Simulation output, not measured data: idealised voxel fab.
The document below concerns the process module designated voxel transistor to metal.
Pictured: cross-section cut, 270 nm wide, on a grid of 5 nm square cells.
Cross-sections here: square-cell grids, written as top-down lists of bands, a band being one or more rows of cells.
Band: top height; bottom height; in nm. Then, left to right: material with width in nm, for each material. "all across": a single material spanning edge to edge. "air": empty space.
Height reference: 0 = level under which incoming wafer is all one material. Lowest band: no bottom, runs on downward, e.g. "0 down".
Top row gets the first number, bottom row gets the second, and each row in between changes by the same step: that is how a band width like "30..40" works.
Reading "stayed the same" for a step: not a cell of the cross-section changed in it.
Empty spaces counting at least 8 cells and having no open way to the top are listed in "Enclosed internal voids". The notation width x height at distance is used for each, the distance being from the left edge and all three values in nm.
What comes after the settings on a step's line is commentary from the simulator itself on that step.
overlay nm: step with mask; distance mask lay right of planned place; negative value = left of planned place.
HERE'S WHAT THE PLANNED PROCESS STEPS LOOK LIKE
step 1: RECEIVE (material Si)
step 2: OXIDIZE (depth nm 5)
step 3: CONFORMAL_DEP (material SiN; thk nm 10)
step 4: MASKED_ETCH (tone cover; mask id ACTIVE; width nm 95; pitch nm 115; etch materials SiN; depth nm 10; overlay nm 0)
step 5: MASKED_ETCH (tone cover; mask id ACTIVE; width nm 95; pitch nm 115; etch materials SiO2; depth nm 5; overlay nm 0)
step 6: MASKED_ETCH (tone cover; mask id ACTIVE; width nm 95; pitch nm 115; etch materials Si; depth nm 25; overlay nm 0)
step 7: OXIDIZE (depth nm 5)
step 8: FILL_DEP (material SiO2; thk nm 10)
step 9: CMP (height nm 10)
step 10: SELECTIVE_ETCH (etch materials SiO2; depth nm 5)
step 11: STRIP (etch materials SiN)
step 12: SELECTIVE_ETCH (etch materials SiO2; depth nm 5)
step 13: OXIDIZE (depth nm 5)
step 14: DIRECTIONAL_DEP (material polySi; thk nm 30)
step 15: DIRECTIONAL_DEP (material SiCN; thk nm 10)
step 16: MASKED_ETCH (tone cover; mask id GATE; width nm 15; pitch nm 115; etch materials SiCN; depth nm 20; overlay nm 0)
step 17: MASKED_ETCH (tone cover; mask id GATE; width nm 15; pitch nm 115; etch materials polySi; depth nm 40; overlay nm 0)
step 18: CONFORMAL_DEP (material SiO2; thk nm 5)
step 19: DIRECTIONAL_ETCH (etch materials SiO2; depth nm 5)
step 20: CONFORMAL_DEP (material SiN; thk nm 10)
step 21: DIRECTIONAL_ETCH (etch materials SiN; depth nm 10)
step 22: DIRECTIONAL_ETCH (etch materials SiO2; depth nm 5)
step 23: DIRECTIONAL_ETCH (etch materials Si; depth nm 15)
step 24: EPI (material nSi; thk nm 15)
step 25: FILL_DEP (material SiO2; thk nm 10)
step 26: CMP (height nm 35)
step 27: DIRECTIONAL_DEP (material SiO2; thk nm 15)
step 28: DIRECTIONAL_DEP (material aC; thk nm 15)
step 29: PATTERN (tone open; mask id CONTACT; material resist; width nm 30; thk nm 35; overlay nm 0)
step 30: DIRECTIONAL_ETCH (etch materials aC; depth nm 15)
step 31: STRIP (etch materials resist)
step 32: DIRECTIONAL_ETCH (etch materials SiO2; depth nm 45)
step 33: STRIP (etch materials aC)
step 34: CONFORMAL_DEP (material TiN; thk nm 5)
step 35: FILL_DEP (material W; thk nm 10)
step 36: CMP (height nm 50)
step 37: DIRECTIONAL_DEP (material TiN; thk nm 5)
step 38: DIRECTIONAL_DEP (material Ru; thk nm 15)
step 39: MASKED_ETCH (tone cover; mask id METAL_1; width nm 15; etch materials Ru; depth nm 15; overlay nm 0)
step 40: MASKED_ETCH (tone cover; mask id METAL_1; width nm 15; etch materials TiN; depth nm 5; overlay nm 0)
step 41: CONFORMAL_DEP (material SiCN; thk nm 5)
step 42: FILL_DEP (material SiO2; thk nm 5)
step 43: CMP (height nm 70)
step 44: CONFORMAL_DEP (material SiCN; thk nm 5)
Across this set of wafers, the varied parameter is the width nm of step 39. Starting conditions are identical for every wafer, and the plan reports the value assigned to the first wafer.
THE FIRST OF SEVERAL WAFERS, AS RECEIVED AFTER STEP 1, SEEN IN SECTION
	0 down | Si all across
	Enclosed internal voids: none
MODULE END STATE AFTER FINAL STEP 44: CROSS-SECTION OF THE FIRST OF SEVERAL WAFERS
	75 to 70 | SiCN all across
	70 to 55 | SiO2 (30) / SiCN (5) / Ru (15) / SiCN (5) / SiO2 (45) / SiCN (5) / Ru (15) / SiCN (5) / SiO2 (20) / SiCN (5) / Ru (15) / SiCN (5) / SiO2 (45) / SiCN (5) / Ru (15) / SiCN (5) / SiO2 (30)
	55 to 50 | SiCN (35) / TiN (15) / SiCN (55) / TiN (15) / SiCN (30) / TiN (15) / SiCN (55) / TiN (15) / SiCN (35)
	50 to 40 | SiO2 (35) / TiN (5) / W (20) / TiN (5) / SiO2 (25) / TiN (5) / W (20) / TiN (5) / SiO2 (30) / TiN (5) / W (20) / TiN (5) / SiO2 (25) / TiN (5) / W (20) / TiN (5) / SiO2 (35)
	40 to 35 | SiO2 (35) / TiN (5) / W (10) / TiN (15) / SiO2 (25) / TiN (15) / W (10) / TiN (5) / SiO2 (30) / TiN (5) / W (10) / TiN (15) / SiO2 (25) / TiN (15) / W (10) / TiN (5) / SiO2 (35)
	35 to 25 | SiO2 (35) / TiN (5) / W (10) / TiN (5) / SiN (10) / SiO2 (5) / SiCN (15) / SiO2 (5) / SiN (10) / TiN (5) / W (10) / TiN (5) / SiO2 (30) / TiN (5) / W (10) / TiN (5) / SiN (10) / SiO2 (5) / SiCN (15) / SiO2 (5) / SiN (10) / TiN (5) / W (10) / TiN (5) / SiO2 (35)
	25 to 10 | SiO2 (35) / TiN (5) / W (10) / TiN (5) / SiN (10) / SiO2 (5) / polySi (15) / SiO2 (5) / SiN (10) / TiN (5) / W (10) / TiN (5) / SiO2 (30) / TiN (5) / W (10) / TiN (5) / SiN (10) / SiO2 (5) / polySi (15) / SiO2 (5) / SiN (10) / TiN (5) / W (10) / TiN (5) / SiO2 (35)
	10 to 5 | SiO2 (35) / TiN (20) / SiN (10) / SiO2 (5) / polySi (15) / SiO2 (5) / SiN (10) / TiN (20) / SiO2 (30) / TiN (20) / SiN (10) / SiO2 (5) / polySi (15) / SiO2 (5) / SiN (10) / TiN (20) / SiO2 (35)
	5 to 0 | SiO2 (35) / nSi (20) / SiN (10) / SiO2 (5) / polySi (15) / SiO2 (5) / SiN (10) / nSi (20) / SiO2 (30) / nSi (20) / SiN (10) / SiO2 (5) / polySi (15) / SiO2 (5) / SiN (10) / nSi (20) / SiO2 (35)
	0 to -5 | SiO2 (30) / SiN (10) / nSi (15) / SiN (10) / SiO2 (5) / polySi (15) / SiO2 (5) / SiN (10) / nSi (15) / SiN (10) / SiO2 (20) / SiN (10) / nSi (15) / SiN (10) / SiO2 (5) / polySi (15) / SiO2 (5) / SiN (10) / nSi (15) / SiN (10) / SiO2 (30)
	-5 to -10 | SiO2 (40) / nSi (15) / SiO2 (45) / nSi (15) / SiO2 (40) / nSi (15) / SiO2 (45) / nSi (15) / SiO2 (40)
	-10 to -25 | SiO2 (35) / Si (5) / nSi (15) / Si (45) / nSi (15) / Si (5) / SiO2 (30) / Si (5) / nSi (15) / Si (45) / nSi (15) / Si (5) / SiO2 (35)
	-25 to -35 | SiO2 (35) / Si (85) / SiO2 (30) / Si (85) / SiO2 (35)
	-35 down | Si all across
	Enclosed internal voids: none
CROSS-SECTION OF THE LAST WAFER AT END OF MODULE
	75 to 70 | SiCN all across
	70 to 55 | SiO2 (25) / SiCN (5) / Ru (30) / SiCN (5) / SiO2 (30) / SiCN (5) / Ru (30) / SiCN (5) / SiO2 (5) / SiCN (5) / Ru (30) / SiCN (5) / SiO2 (30) / SiCN (5) / Ru (30) / SiCN (5) / SiO2 (20)
	55 to 50 | SiCN (30) / TiN (30) / SiCN (40) / TiN (30) / SiCN (15) / TiN (30) / SiCN (40) / TiN (30) / SiCN (25)
	50 to 40 | SiO2 (35) / TiN (5) / W (20) / TiN (5) / SiO2 (25) / TiN (5) / W (20) / TiN (5) / SiO2 (30) / TiN (5) / W (20) / TiN (5) / SiO2 (25) / TiN (5) / W (20) / TiN (5) / SiO2 (35)
	40 to 35 | SiO2 (35) / TiN (5) / W (10) / TiN (15) / SiO2 (25) / TiN (15) / W (10) / TiN (5) / SiO2 (30) / TiN (5) / W (10) / TiN (15) / SiO2 (25) / TiN (15) / W (10) / TiN (5) / SiO2 (35)
	35 to 25 | SiO2 (35) / TiN (5) / W (10) / TiN (5) / SiN (10) / SiO2 (5) / SiCN (15) / SiO2 (5) / SiN (10) / TiN (5) / W (10) / TiN (5) / SiO2 (30) / TiN (5) / W (10) / TiN (5) / SiN (10) / SiO2 (5) / SiCN (15) / SiO2 (5) / SiN (10) / TiN (5) / W (10) / TiN (5) / SiO2 (35)
	25 to 10 | SiO2 (35) / TiN (5) / W (10) / TiN (5) / SiN (10) / SiO2 (5) / polySi (15) / SiO2 (5) / SiN (10) / TiN (5) / W (10) / TiN (5) / SiO2 (30) / TiN (5) / W (10) / TiN (5) / SiN (10) / SiO2 (5) / polySi (15) / SiO2 (5) / SiN (10) / TiN (5) / W (10) / TiN (5) / SiO2 (35)
	10 to 5 | SiO2 (35) / TiN (20) / SiN (10) / SiO2 (5) / polySi (15) / SiO2 (5) / SiN (10) / TiN (20) / SiO2 (30) / TiN (20) / SiN (10) / SiO2 (5) / polySi (15) / SiO2 (5) / SiN (10) / TiN (20) / SiO2 (35)
	5 to 0 | SiO2 (35) / nSi (20) / SiN (10) / SiO2 (5) / polySi (15) / SiO2 (5) / SiN (10) / nSi (20) / SiO2 (30) / nSi (20) / SiN (10) / SiO2 (5) / polySi (15) / SiO2 (5) / SiN (10) / nSi (20) / SiO2 (35)
	0 to -5 | SiO2 (30) / SiN (10) / nSi (15) / SiN (10) / SiO2 (5) / polySi (15) / SiO2 (5) / SiN (10) / nSi (15) / SiN (10) / SiO2 (20) / SiN (10) / nSi (15) / SiN (10) / SiO2 (5) / polySi (15) / SiO2 (5) / SiN (10) / nSi (15) / SiN (10) / SiO2 (30)
	-5 to -10 | SiO2 (40) / nSi (15) / SiO2 (45) / nSi (15) / SiO2 (40) / nSi (15) / SiO2 (45) / nSi (15) / SiO2 (40)
	-10 to -25 | SiO2 (35) / Si (5) / nSi (15) / Si (45) / nSi (15) / Si (5) / SiO2 (30) / Si (5) / nSi (15) / Si (45) / nSi (15) / Si (5) / SiO2 (35)
	-25 to -35 | SiO2 (35) / Si (85) / SiO2 (30) / Si (85) / SiO2 (35)
	-35 down | Si all across
	Enclosed internal voids: none
WHAT FOLLOWS IS A TABLE IN WHICH EACH WAFER OCCUPIES A ROW; FOR THE WAFER AS IT STANDS AT THE CLOSE OF THE MODULE, THE ROW STATES, MATERIAL BY MATERIAL, HOW MANY CELLS HAVE BEEN GAINED (+) OR LOST (-) SINCE RECEIPT, AND THEN GIVES ITS CLOSED VOIDS
width nm 15; +36 Ru; -244 Si; +132 SiCN; +72 SiN; +522 SiO2; +100 TiN; +80 W; +76 nSi; +36 polySi; Enclosed internal voids: none
width nm 20; +48 Ru; -244 Si; +128 SiCN; +72 SiN; +510 SiO2; +104 TiN; +80 W; +76 nSi; +36 polySi; Enclosed internal voids: none
width nm 25; +60 Ru; -244 Si; +124 SiCN; +72 SiN; +498 SiO2; +108 TiN; +80 W; +76 nSi; +36 polySi; Enclosed internal voids: none
width nm 30; +72 Ru; -244 Si; +120 SiCN; +72 SiN; +486 SiO2; +112 TiN; +80 W; +76 nSi; +36 polySi; Enclosed internal voids: none
